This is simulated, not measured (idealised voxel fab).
process module | voxel fin reveal
cross-section cut | 270 nm wide | cells 5 nm
A cross-section is a grid of square cells, given in bands from the top down. A band is one or more rows of cells.
Each band's line starts with the height of the band's top and of its bottom, in nm. Then come its materials from left to right, each with its width in nm. One material with "throughout" fills the band from edge to edge. "air" is empty space.
Height 0 is the level under which the wafer as received is all one material. The lowest band goes on downwards, as in "0 down".
A width such as "30 to 40" changes by the same amount from each row of cells to the next, from the band's top row to its bottom row.
"no change" after a step means that no cell of the cross-section changed.
closed voids: empty space of 8 cells or more with no open way to the top, each as width x height at its distance from the left edge, in nm
after a step's settings: what the simulator itself notes on the step
overlay nm, on a step with a mask: how far to the right of its planned place the mask lay; to the left if negative
plan
1 op RECEIVE | material Si
2 op CONFORMAL_DEP | material SiN | thk nm 5
3 op PATTERN | tone cover | mask id FINS | material resist | width nm 15 | pitch nm 45 | thk nm 20 | overlay nm 0
4 op DIRECTIONAL_ETCH | etch materials SiN | depth nm 5
5 op DIRECTIONAL_ETCH | etch materials Si | depth nm 30
6 op STRIP | etch materials resist
7 op FILL_DEP | material SiO2 | thk nm 15
8 op CMP | height nm 5
9 op SELECTIVE_ETCH | etch materials SiO2 | depth nm 15
10 op STRIP | etch materials SiN
11 op CONFORMAL_DEP | material HfO2 | thk nm 5
as received, after step 1
  0 down: Si throughout
  closed voids: none
first wafer at the end, as planned
  5 to 0: air 75 | HfO2 25 | air 20 | HfO2 25 | air 20 | HfO2 25 | air 80
  0 to -5: air 75 | HfO2 5 | Si 15 | HfO2 5 | air 20 | HfO2 5 | Si 15 | HfO2 5 | air 20 | HfO2 5 | Si 15 | HfO2 5 | air 80
  -5 to -10: HfO2 80 | Si 15 | HfO2 30 | Si 15 | HfO2 30 | Si 15 | HfO2 85
  -10 to -30: SiO2 80 | Si 15 | SiO2 30 | Si 15 | SiO2 30 | Si 15 | SiO2 85
  -30 down: Si throughout
  closed voids: none
second wafer at the end: like start, like plan, one mistake
  5 to 0: HfO2 85 | air 5 | HfO2 40 | air 5 | HfO2 40 | air 5 | HfO2 90
  0 to -5: Si 80 | HfO2 5 | air 5 | HfO2 5 | Si 30 | HfO2 5 | air 5 | HfO2 5 | Si 30 | HfO2 5 | air 5 | HfO2 5 | Si 85
  -5 to -10: Si 80 | HfO2 15 | Si 30 | HfO2 15 | Si 30 | HfO2 15 | Si 85
  -10 to -30: Si 80 | SiO2 15 | Si 30 | SiO2 15 | Si 30 | SiO2 15 | Si 85
  -30 down: Si throughout
  closed voids: none
what went wrong: step 3 ran as: op PATTERN | tone open | mask id FINS | material resist | width nm 15 | pitch nm 45 | thk nm 20 | overlay nm 0
at the end the second wafer has, in cells: 216 more of Si | 144 fewer of SiO2
